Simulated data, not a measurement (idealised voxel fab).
Process module in this document: voxel tone inversion
This is section cut - it's 170 nm across, gridded in 5 nm square cells.
This document writes a cross-section as a grid whose cells are square, and gives it as bands, listed from the top down; one or more rows of cells form a band.
The entry gives the band's vertical extent as a top height and a bottom height in nm, then its horizontal make-up as materials from left to right, each with a width in nm. "air" stands for empty space; a single material marked "all across" fills the band edge to edge.
Heights from 0 (as-received wafer is one material below). Bottom band endless downward, as "0 -> down".
Graded width ("30..40"): value in top row of band = first number; value in bottom row = second number; row-to-row change constant.
It should be understood that the words "identical to before", when stated for a given step, signify that the cross-section underwent no change in any of its cells during that step.
What "Closed void catalog" gives you is every empty space of 8 cells or more that is cut off from the top. Each appears as width x height at distance, with the distance taken from the left edge and width, height and distance all in nm.
On each step's line, the part that comes after the settings is the simulator's own comment on the step.
If you see "overlay nm" on a step's line and that step has a mask, it's telling you how far right of where it was planned the mask ended up; a negative number means it went left instead.

## The planned process steps are enumerated hereunder
step 1: RECEIVE | material Si
step 2: CONFORMAL_DEP | material SiN | thk nm 10
step 3: DIRECTIONAL_DEP | material polySi | thk nm 20
step 4: PATTERN | tone cover | mask id POSTS | material resist | width nm 15 | pitch nm 45 | thk nm 25 | overlay nm 0
step 5: DIRECTIONAL_ETCH | etch materials polySi | depth nm 20
step 6: STRIP | etch materials resist
step 7: FILL_DEP | material lowk | thk nm 10
step 8: CMP | height nm 30
step 9: STRIP | etch materials polySi
step 10: CONFORMAL_DEP | material TiN | thk nm 5
step 11: FILL_DEP | material Cu | thk nm 10
step 12: CMP | height nm 30
step 13: CONFORMAL_DEP | material SiCN | thk nm 5

## Wafer as received: cross-section following step 1
- 0 -> down  Si all across
- Closed void catalog: none

## Here's the wafer cut in cross-section after the module, started and planned just like above, except one thing was done wrong in the run
- 35 -> 30  SiCN all across
- 30 -> 20  SiN all across
- 20 -> 0  polySi all across
- 0 -> down  Si all across
- Closed void catalog: none
So what did we get wrong on this run? mixed up steps 2 and 3 - ran each in the other's place
